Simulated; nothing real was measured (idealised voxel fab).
Proc. module: voxel spacer lines
Pictured: cross-section cut, 295 nm wide, on a grid of 5 nm square cells.
Cross-section, as written here: a square-cell grid given band by band from the top down, where a band holds one or more rows of cells. Band entry format. Leading values: height of top, height of bottom, nm. Remainder: materials in left-to-right order, each with its width in nm. Special words: "edge to edge" on a single material, which then fills the band edge to edge; "empty", empty space. Beneath 0, the wafer as received is one material, and that level is where height counting begins. The lowest band goes on downward without a bottom; it is written like "z 0 and below". A width such as "30->40" changes by the same amount from each row of cells to the next, from the band's top row to its bottom row. "no change occurred" means the step left every cell of the cross-section as it was. Voids not open to the top, 8 cells minimum: see "Enclosed internal voids". Written width x height at distance; distance is from the left edge; nm. That trailing text on a step's line, after the settings, is the simulator's own remark on the step. "overlay nm" denotes, for a step that has a mask, the displacement of the mask to the right of its planned place, with negative values corresponding to the left.
Set out below are the planned steps of the process
1: RECEIVE, material Si
2: CONFORMAL_DEP, material Al2O3, thk nm 10
3: DIRECTIONAL_DEP, material TiN, thk nm 15
4: DIRECTIONAL_DEP, material polySi, thk nm 30
5: PATTERN, tone cover, mask id MANDREL, material resist, width nm 15, pitch nm 50, thk nm 35, overlay nm 0
6: DIRECTIONAL_ETCH, etch materials polySi, depth nm 30
7: STRIP, etch materials resist
8: CONFORMAL_DEP, material SiN, thk nm 10
9: DIRECTIONAL_ETCH, etch materials SiN, depth nm 10
10: STRIP, etch materials polySi
11: DIRECTIONAL_ETCH, etch materials TiN, depth nm 15
12: STRIP, etch materials SiN
13: FILL_DEP, material SiO2, thk nm 10
14: CMP, height nm 25
The first of two wafers, run as planned
Wafer at receipt (post step 1), cross-section
* z 0 and below: Si edge to edge
* Enclosed internal voids: none
after step 2
* z 10 to 0: Al2O3 edge to edge
* Anything lower than 0 is untouched.
after step 3
* z 25 to 10: TiN edge to edge
* Anything lower than 10 is untouched.
after step 4
* z 55 to 25: polySi edge to edge
* Anything lower than 25 is untouched.
after step 5
* z 90 to 55: 115 nm empty / 15 nm resist / 35 nm empty / 15 nm resist / 115 nm empty
* Anything lower than 55 is untouched.
after step 6
* z 90 to 55: 115 nm empty / 15 nm resist / 35 nm empty / 15 nm resist / 115 nm empty
* z 55 to 25: 115 nm empty / 15 nm polySi / 35 nm empty / 15 nm polySi / 115 nm empty
* Anything lower than 25 is untouched.
after step 7
* z 55 to 25: 115 nm empty / 15 nm polySi / 35 nm empty / 15 nm polySi / 115 nm empty
* Anything lower than 25 is untouched.
after step 8
* z 65 to 55: 105 nm empty / 35 nm SiN / 15 nm empty / 35 nm SiN / 105 nm empty
* z 55 to 35: 105 nm empty / 10 nm SiN / 15 nm polySi / 10 nm SiN / 15 nm empty / 10 nm SiN / 15 nm polySi / 10 nm SiN / 105 nm empty
* z 35 to 25: 115 nm SiN / 15 nm polySi / 35 nm SiN / 15 nm polySi / 115 nm SiN
* Anything lower than 25 is untouched.
after step 9
* z 55 to 25: 105 nm empty / 10 nm SiN / 15 nm polySi / 10 nm SiN / 15 nm empty / 10 nm SiN / 15 nm polySi / 10 nm SiN / 105 nm empty
* Anything lower than 25 is untouched.
after step 10
* z 55 to 25: 105 nm empty / 10 nm SiN / 15 nm empty / 10 nm SiN / 15 nm empty / 10 nm SiN / 15 nm empty / 10 nm SiN / 105 nm empty
* Anything lower than 25 is untouched.
after step 11
* z 55 to 25: 105 nm empty / 10 nm SiN / 15 nm empty / 10 nm SiN / 15 nm empty / 10 nm SiN / 15 nm empty / 10 nm SiN / 105 nm empty
* z 25 to 10: 105 nm empty / 10 nm TiN / 15 nm empty / 10 nm TiN / 15 nm empty / 10 nm TiN / 15 nm empty / 10 nm TiN / 105 nm empty
* Anything lower than 10 is untouched.
after step 12
* z 25 to 10: 105 nm empty / 10 nm TiN / 15 nm empty / 10 nm TiN / 15 nm empty / 10 nm TiN / 15 nm empty / 10 nm TiN / 105 nm empty
* Anything lower than 10 is untouched.
after step 13
* z 35 to 25: SiO2 edge to edge
* z 25 to 10: 105 nm SiO2 / 10 nm TiN / 15 nm SiO2 / 10 nm TiN / 15 nm SiO2 / 10 nm TiN / 15 nm SiO2 / 10 nm TiN / 105 nm SiO2
* Anything lower than 10 is untouched.
after step 14
* z 25 to 10: 105 nm SiO2 / 10 nm TiN / 15 nm SiO2 / 10 nm TiN / 15 nm SiO2 / 10 nm TiN / 15 nm SiO2 / 10 nm TiN / 105 nm SiO2
* Anything lower than 10 is untouched.
Second wafer: same start and same plan as the first, one execution error; identical to the first through step 4
Here is the second wafer in cross-section at the point where step 5 of the plan should have been done
* z 90 to 55: 110 nm empty / 25 nm resist / 25 nm empty / 25 nm resist / 110 nm empty
* Anything lower than 55 is untouched.
Here is the second wafer in cross-section at the point where step 6 of the plan should have been done
* z 90 to 55: 110 nm empty / 25 nm resist / 25 nm empty / 25 nm resist / 110 nm empty
* z 55 to 25: 110 nm empty / 25 nm polySi / 25 nm empty / 25 nm polySi / 110 nm empty
* Anything lower than 25 is untouched.
Here is the second wafer in cross-section at the point where step 7 of the plan should have been done
* z 55 to 25: 110 nm empty / 25 nm polySi / 25 nm empty / 25 nm polySi / 110 nm empty
* Anything lower than 25 is untouched.
Here is the second wafer in cross-section at the point where step 8 of the plan should have been done
* z 65 to 55: 100 nm empty / 45 nm SiN / 5 nm empty / 45 nm SiN / 100 nm empty
* z 55 to 35: 100 nm empty / 10 nm SiN / 25 nm polySi / 10 nm SiN / 5 nm empty / 10 nm SiN / 25 nm polySi / 10 nm SiN / 100 nm empty
* z 35 to 25: 110 nm SiN / 25 nm polySi / 25 nm SiN / 25 nm polySi / 110 nm SiN
* Anything lower than 25 is untouched.
Here is the second wafer in cross-section at the point where step 9 of the plan should have been done
* z 55 to 25: 100 nm empty / 10 nm SiN / 25 nm polySi / 10 nm SiN / 5 nm empty / 10 nm SiN / 25 nm polySi / 10 nm SiN / 100 nm empty
* Anything lower than 25 is untouched.
Here is the second wafer in cross-section at the point where step 10 of the plan should have been done
* z 55 to 25: 100 nm empty / 10 nm SiN / 25 nm empty / 10 nm SiN / 5 nm empty / 10 nm SiN / 25 nm empty / 10 nm SiN / 100 nm empty
* Anything lower than 25 is untouched.
Here is the second wafer in cross-section at the point where step 11 of the plan should have been done
* z 55 to 25: 100 nm empty / 10 nm SiN / 25 nm empty / 10 nm SiN / 5 nm empty / 10 nm SiN / 25 nm empty / 10 nm SiN / 100 nm empty
* z 25 to 10: 100 nm empty / 10 nm TiN / 25 nm empty / 10 nm TiN / 5 nm empty / 10 nm TiN / 25 nm empty / 10 nm TiN / 100 nm empty
* Anything lower than 10 is untouched.
Here is the second wafer in cross-section at the point where step 12 of the plan should have been done
* z 25 to 10: 100 nm empty / 10 nm TiN / 25 nm empty / 10 nm TiN / 5 nm empty / 10 nm TiN / 25 nm empty / 10 nm TiN / 100 nm empty
* Anything lower than 10 is untouched.
Here is the second wafer in cross-section at the point where step 13 of the plan should have been done
* z 35 to 25: SiO2 edge to edge
* z 25 to 10: 100 nm SiO2 / 10 nm TiN / 25 nm SiO2 / 10 nm TiN / 5 nm SiO2 / 10 nm TiN / 25 nm SiO2 / 10 nm TiN / 100 nm SiO2
* Anything lower than 10 is untouched.
Here is the second wafer in cross-section at the point where step 14 of the plan should have been done
* z 25 to 10: 100 nm SiO2 / 10 nm TiN / 25 nm SiO2 / 10 nm TiN / 5 nm SiO2 / 10 nm TiN / 25 nm SiO2 / 10 nm TiN / 100 nm SiO2
* Anything lower than 10 is untouched.
Processing error: step 5 off recipe, ran as PATTERN, tone cover, mask id MANDREL, material resist, width nm 25, pitch nm 50, thk nm 35, overlay nm 0
Tallied in cells, the final second wafer holds each material in the same quantity as the first, although not at the same places.
